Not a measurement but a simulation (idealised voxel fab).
process module | voxel wiring stack
cross-section cut | 210 nm wide | cells 5 nm
Format of a cross-section: grid, square cells. Given as bands. Order: top down. Band: one or more rows of cells.
Top height, bottom height, nm. Materials left to right, width each, nm. Single material + "everywhere" = fills band edge to edge. "empty" = empty.
Heights are expressed relative to 0, this being the level below which the as-received wafer comprises one material exclusively. The lowest band is unbounded in the downward direction and is denoted as in "0 down".
When a width is written as two numbers, as in "30..40", the first number is the width in the top row of cells of the band and the second is the width in its bottom row, and the width changes by the same amount from each row to the next.
"left unchanged" means the step left every cell of the cross-section as it was.
Voids not open to the top, 8 cells minimum: see "Unvented internal voids". Written width x height at distance; distance is from the left edge; nm.
Anything after a step's settings on that line? It's the simulator's own note about the step.
For masked steps, "overlay nm" on the step line gives how far right of plan the mask actually lay; a minus sign means it lay to the left.
Planned process steps
1) RECEIVE with material Si
2) CONFORMAL_DEP with material SiO2, thk nm 10
3) CONFORMAL_DEP with material SiCN, thk nm 5
4) DIRECTIONAL_DEP with material SiO2, thk nm 25
5) PATTERN with tone open, mask id METAL_1, material resist, width nm 30, pitch nm 60, thk nm 20, overlay nm 0
6) DIRECTIONAL_ETCH with etch materials SiO2, depth nm 25
7) DIRECTIONAL_ETCH with etch materials SiCN, depth nm 5
8) STRIP with etch materials resist
9) CONFORMAL_DEP with material TiN, thk nm 5
10) FILL_DEP with material Cu, thk nm 5
11) CMP with height nm 40
12) CONFORMAL_DEP with material SiCN, thk nm 5
13) DIRECTIONAL_DEP with material lowk, thk nm 25
14) PATTERN with tone open, mask id METAL_2_HOLES, material resist, width nm 15, pitch nm 60, thk nm 20, overlay nm 0
15) DIRECTIONAL_ETCH with etch materials lowk, depth nm 25
16) STRIP with etch materials resist
17) PATTERN with tone open, mask id METAL_2, material resist, width nm 30, pitch nm 60, thk nm 20, overlay nm 0
18) DIRECTIONAL_ETCH with etch materials lowk, depth nm 15
19) DIRECTIONAL_ETCH with etch materials SiCN, depth nm 5
20) STRIP with etch materials resist
21) CONFORMAL_DEP with material TiN, thk nm 5
22) FILL_DEP with material Ru, thk nm 10
23) CMP with height nm 70
24) CONFORMAL_DEP with material SiCN, thk nm 5
25) DIRECTIONAL_DEP with material SiO2, thk nm 15
26) PATTERN with tone open, mask id PLUG_2, material resist, width nm 15, thk nm 15, overlay nm 0
27) DIRECTIONAL_ETCH with etch materials SiO2, depth nm 15
28) DIRECTIONAL_ETCH with etch materials SiCN, depth nm 5
29) STRIP with etch materials resist
30) EPI with material Ru, thk nm 10
31) EPI with material Ru, thk nm 10
32) DIRECTIONAL_DEP with material TiN, thk nm 5
33) DIRECTIONAL_DEP with material Ru, thk nm 20
34) PATTERN with tone cover, mask id METAL_3, material resist, width nm 30, pitch nm 60, thk nm 20, overlay nm 0
35) DIRECTIONAL_ETCH with etch materials Ru, depth nm 20
36) DIRECTIONAL_ETCH with etch materials TiN, depth nm 5
37) STRIP with etch materials resist
38) CONFORMAL_DEP with material SiCN, thk nm 5
39) FILL_DEP with material SiO2, thk nm 10
40) CMP with height nm 115
41) CONFORMAL_DEP with material SiCN, thk nm 5
42) DIRECTIONAL_DEP with material SiO2, thk nm 30
43) PATTERN with tone open, mask id METAL_4_HOLES, material resist, width nm 15, pitch nm 60, thk nm 15, overlay nm 0
44) DIRECTIONAL_ETCH with etch materials SiO2, depth nm 30
45) STRIP with etch materials resist
46) MASKED_ETCH with tone open, mask id METAL_4, width nm 30, pitch nm 60, etch materials SiO2, depth nm 15, overlay nm 0
47) MASKED_ETCH with tone open, mask id METAL_4, width nm 30, pitch nm 60, etch materials SiCN, depth nm 5, overlay nm 0
48) CONFORMAL_DEP with material TiN, thk nm 5
49) FILL_DEP with material Cu, thk nm 10
50) CMP with height nm 150
51) CONFORMAL_DEP with material SiCN, thk nm 5
Wafer as received: cross-section following step 1
	0 down | Si everywhere
	Unvented internal voids: none
First of two wafers, end-of-module section, run followed plan
	155 to 150 | SiCN everywhere
	150 to 140 | SiO2 60 / TiN 5 / Cu 20 / TiN 5 / SiO2 30 / TiN 5 / Cu 20 / TiN 5 / SiO2 60
	140 to 135 | SiO2 60 / TiN 5 / Cu 5 / TiN 20 / SiO2 30 / TiN 5 / Cu 5 / TiN 20 / SiO2 60
	135 to 120 | SiO2 60 / TiN 5 / Cu 5 / TiN 5 / SiO2 45 / TiN 5 / Cu 5 / TiN 5 / SiO2 75
	120 to 115 | SiCN 60 / TiN 15 / SiCN 45 / TiN 15 / SiCN 75
	115 to 95 | SiO2 55 / SiCN 5 / Ru 30 / SiCN 5 / SiO2 20 / SiCN 5 / Ru 30 / SiCN 5 / SiO2 55
	95 to 90 | SiCN 60 / TiN 30 / SiCN 30 / TiN 30 / SiCN 60
	90 to 75 | SiO2 60 / Ru 15 / SiO2 135
	75 to 70 | SiCN 60 / Ru 15 / SiCN 135
	70 to 60 | lowk 60 / TiN 5 / Ru 20 / TiN 5 / lowk 30 / TiN 5 / Ru 20 / TiN 5 / lowk 60
	60 to 55 | lowk 60 / TiN 5 / Ru 5 / TiN 20 / lowk 30 / TiN 5 / Ru 5 / TiN 20 / lowk 60
	55 to 45 | lowk 60 / TiN 5 / Ru 5 / TiN 5 / lowk 45 / TiN 5 / Ru 5 / TiN 5 / lowk 75
	45 to 40 | SiCN 60 / TiN 15 / SiCN 45 / TiN 15 / SiCN 75
	40 to 15 | SiO2 60 / TiN 5 / Cu 20 / TiN 5 / SiO2 30 / TiN 5 / Cu 20 / TiN 5 / SiO2 60
	15 to 10 | SiCN 60 / TiN 30 / SiCN 30 / TiN 30 / SiCN 60
	10 to 0 | SiO2 everywhere
	0 down | Si everywhere
	Unvented internal voids: none
Cross-section, second wafer: same start as the first, same plan as the first, one mistake in running it; taken at the end of the module
	155 to 150 | SiCN everywhere
	150 to 140 | SiO2 60 / TiN 5 / Cu 20 / TiN 5 / SiO2 30 / TiN 5 / Cu 20 / TiN 5 / SiO2 60
	140 to 135 | SiO2 60 / TiN 5 / Cu 5 / TiN 20 / SiO2 30 / TiN 5 / Cu 5 / TiN 20 / SiO2 60
	135 to 120 | SiO2 60 / TiN 5 / Cu 5 / TiN 5 / SiO2 45 / TiN 5 / Cu 5 / TiN 5 / SiO2 75
	120 to 115 | SiCN 60 / TiN 15 / SiCN 45 / TiN 15 / SiCN 75
	115 to 105 | SiO2 55 / SiCN 5 / Ru 30 / SiCN 5 / SiO2 20 / SiCN 5 / Ru 30 / SiCN 5 / SiO2 55
	105 to 100 | SiCN 60 / TiN 30 / SiCN 30 / TiN 30 / SiCN 60
	100 to 90 | TiN everywhere
	90 to 75 | SiO2 60 / Ru 15 / SiO2 135
	75 to 70 | SiCN 60 / Ru 15 / SiCN 135
	70 to 60 | lowk 60 / TiN 5 / Ru 20 / TiN 5 / lowk 30 / TiN 5 / Ru 20 / TiN 5 / lowk 60
	60 to 55 | lowk 60 / TiN 5 / Ru 5 / TiN 20 / lowk 30 / TiN 5 / Ru 5 / TiN 20 / lowk 60
	55 to 45 | lowk 60 / TiN 5 / Ru 5 / TiN 5 / lowk 45 / TiN 5 / Ru 5 / TiN 5 / lowk 75
	45 to 40 | SiCN 60 / TiN 15 / SiCN 45 / TiN 15 / SiCN 75
	40 to 15 | SiO2 60 / TiN 5 / Cu 20 / TiN 5 / SiO2 30 / TiN 5 / Cu 20 / TiN 5 / SiO2 60
	15 to 10 | SiCN 60 / TiN 30 / SiCN 30 / TiN 30 / SiCN 60
	10 to 0 | SiO2 everywhere
	0 down | Si everywhere
	Unvented internal voids: none
Deviation from plan: step 32 ran differently from the plan; actual operation with settings: DIRECTIONAL_DEP with material TiN, thk nm 15
Count the cells at the end and the second wafer has more or fewer of some materials than the first: Ru -24, SiCN -8, SiO2 -52, TiN +84
